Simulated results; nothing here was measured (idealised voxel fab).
The document below concerns the process module designated voxel ribs on slabs.
Each square cell in cross-section cut measures 5 nm, and the section as a whole is 145 nm wide.
This document writes a cross-section as a grid whose cells are square, and gives it as bands, listed from the top down; one or more rows of cells form a band.
Top, bottom (nm), then materials left to right with widths (nm); lone material tagged "edge to edge" fills the whole band edge to edge; "blank" = empty space.
Heights are reckoned from 0. Under this level, the received wafer is all of one material. The bottommost band is open-ended downward, for example "from 0 down".
The expression "30->40" gives the width at the extremes of the band, the first number at its top row of cells and the second at its bottom row, with the width changing by equal amounts from each row to the next in between.
Basically "no modifications" means that step didn't change any cell in the cross-section.
Entrapped void list: empty space of 8 cells or more with no open way to the top, each as width x height at its distance from the left edge, in nm
Formally, on a step line, whatever follows the settings is a remark that the simulator itself makes on the step.
The line of a step may include "overlay nm". On a step with a mask, this value is how far to the right of its planned place the mask lay. A negative value means the mask lay to the left.
### This section lists the process steps that were planned
1. RECEIVE: material Si
2. DIRECTIONAL_DEP: material SiO2, thk nm 25
3. DIRECTIONAL_DEP: material polySi, thk nm 15
4. DIRECTIONAL_DEP: material aC, thk nm 15
5. PATTERN: tone cover, mask id RIB, material resist, width nm 25, thk nm 35, overlay nm 0
6. DIRECTIONAL_ETCH: etch materials aC, depth nm 15
7. STRIP: etch materials resist
8. DIRECTIONAL_ETCH: etch materials polySi, depth nm 10
9. STRIP: etch materials aC
10. PATTERN: tone cover, mask id SLAB, material resist, width nm 55, thk nm 15, overlay nm 0
11. DIRECTIONAL_ETCH: etch materials polySi, depth nm 5
12. STRIP: etch materials resist
13. FILL_DEP: material SiO2, thk nm 25
14. CMP: height nm 55
15. DIRECTIONAL_DEP: material TiN, thk nm 5
16. DIRECTIONAL_DEP: material aC, thk nm 10
17. PATTERN: tone cover, mask id HEATER, material resist, width nm 35, thk nm 25, overlay nm 0
18. DIRECTIONAL_ETCH: etch materials aC, depth nm 10
19. STRIP: etch materials resist
20. DIRECTIONAL_ETCH: etch materials TiN, depth nm 5
21. STRIP: etch materials aC
22. CONFORMAL_DEP: material SiN, thk nm 10
### First of two wafers - as planned
### Wafer at receipt (post step 1), cross-section
- from 0 down: Si edge to edge
- Entrapped void list: none
### after step 2
- from 25 to 0: SiO2 edge to edge
- Beneath the level 0, the cross-section is identical to its previous state.
### after step 3
- from 40 to 25: polySi edge to edge
- Beneath the level 25, the cross-section is identical to its previous state.
### after step 4
- from 55 to 40: aC edge to edge
- Beneath the level 40, the cross-section is identical to its previous state.
### after step 5
- from 90 to 55: blank 60  resist 25  blank 60
- Beneath the level 55, the cross-section is identical to its previous state.
### after step 6
- from 75 to 55: blank 60  resist 25  blank 60
- from 55 to 40: blank 60  aC 25  blank 60
- Beneath the level 40, the cross-section is identical to its previous state.
### after step 7
- from 55 to 40: blank 60  aC 25  blank 60
- Beneath the level 40, the cross-section is identical to its previous state.
### after step 8
- from 55 to 40: blank 60  aC 25  blank 60
- from 40 to 30: blank 60  polySi 25  blank 60
- Beneath the level 30, the cross-section is identical to its previous state.
### after step 9
- from 40 to 30: blank 60  polySi 25  blank 60
- Beneath the level 30, the cross-section is identical to its previous state.
### after step 10
- from 55 to 40: blank 45  resist 55  blank 45
- from 40 to 30: blank 45  resist 15  polySi 25  resist 15  blank 45
- Beneath the level 30, the cross-section is identical to its previous state.
### after step 11
- from 55 to 40: blank 45  resist 55  blank 45
- from 40 to 30: blank 45  resist 15  polySi 25  resist 15  blank 45
- from 30 to 25: blank 45  polySi 55  blank 45
- Beneath the level 25, the cross-section is identical to its previous state.
### after step 12
- from 40 to 30: blank 60  polySi 25  blank 60
- Beneath the level 30, the cross-section is identical to its previous state.
### after step 13
- from 65 to 40: SiO2 edge to edge
- from 40 to 30: SiO2 60  polySi 25  SiO2 60
- from 30 to 25: SiO2 45  polySi 55  SiO2 45
- Beneath the level 25, the cross-section is identical to its previous state.
### after step 14
- from 55 to 40: SiO2 edge to edge
- Beneath the level 40, the cross-section is identical to its previous state.
### after step 15
- from 60 to 55: TiN edge to edge
- Beneath the level 55, the cross-section is identical to its previous state.
### after step 16
- from 70 to 60: aC edge to edge
- Beneath the level 60, the cross-section is identical to its previous state.
### after step 17
- from 95 to 70: blank 55  resist 35  blank 55
- Beneath the level 70, the cross-section is identical to its previous state.
### after step 18
- from 85 to 70: blank 55  resist 35  blank 55
- from 70 to 60: blank 55  aC 35  blank 55
- Beneath the level 60, the cross-section is identical to its previous state.
### after step 19
- from 70 to 60: blank 55  aC 35  blank 55
- Beneath the level 60, the cross-section is identical to its previous state.
### after step 20
- from 70 to 60: blank 55  aC 35  blank 55
- from 60 to 55: blank 55  TiN 35  blank 55
- Beneath the level 55, the cross-section is identical to its previous state.
### after step 21
- from 60 to 55: blank 55  TiN 35  blank 55
- Beneath the level 55, the cross-section is identical to its previous state.
### after step 22
- from 70 to 65: blank 45  SiN 55  blank 45
- from 65 to 60: SiN edge to edge
- from 60 to 55: SiN 55  TiN 35  SiN 55
- Beneath the level 55, the cross-section is identical to its previous state.
### Second wafer. Start and plan as for the first. One mistake made in running. Agrees with the first up to and including step 14
### Cross-section, second wafer, at the end time the plan gives for step 15
- from 60 to 40: SiO2 edge to edge
- Beneath the level 40, the cross-section is identical to its previous state.
### Cross-section, second wafer, at the end time the plan gives for step 16
- from 70 to 60: aC edge to edge
- Beneath the level 60, the cross-section is identical to its previous state.
### Cross-section, second wafer, at the end time the plan gives for step 17
- from 95 to 70: blank 55  resist 35  blank 55
- Beneath the level 70, the cross-section is identical to its previous state.
### Cross-section, second wafer, at the end time the plan gives for step 18
- from 85 to 70: blank 55  resist 35  blank 55
- from 70 to 60: blank 55  aC 35  blank 55
- Beneath the level 60, the cross-section is identical to its previous state.
### Cross-section, second wafer, at the end time the plan gives for step 19
- from 70 to 60: blank 55  aC 35  blank 55
- Beneath the level 60, the cross-section is identical to its previous state.
Cross-section, second wafer, at the end time the plan gives for step 20: no modifications
### Cross-section, second wafer, at the end time the plan gives for step 21
- from 60 to 40: SiO2 edge to edge
- Beneath the level 40, the cross-section is identical to its previous state.
### Cross-section, second wafer, at the end time the plan gives for step 22
- from 70 to 60: SiN edge to edge
- Beneath the level 60, the cross-section is identical to its previous state.
What was the processing mistake? step 15 off recipe, ran as DIRECTIONAL_DEP: material SiO2, thk nm 5
Bottom line after processing is that, in cells, the second wafer is up or down on some materials versus the first: 4 fewer of SiN | 29 more of SiO2 | 7 fewer of TiN
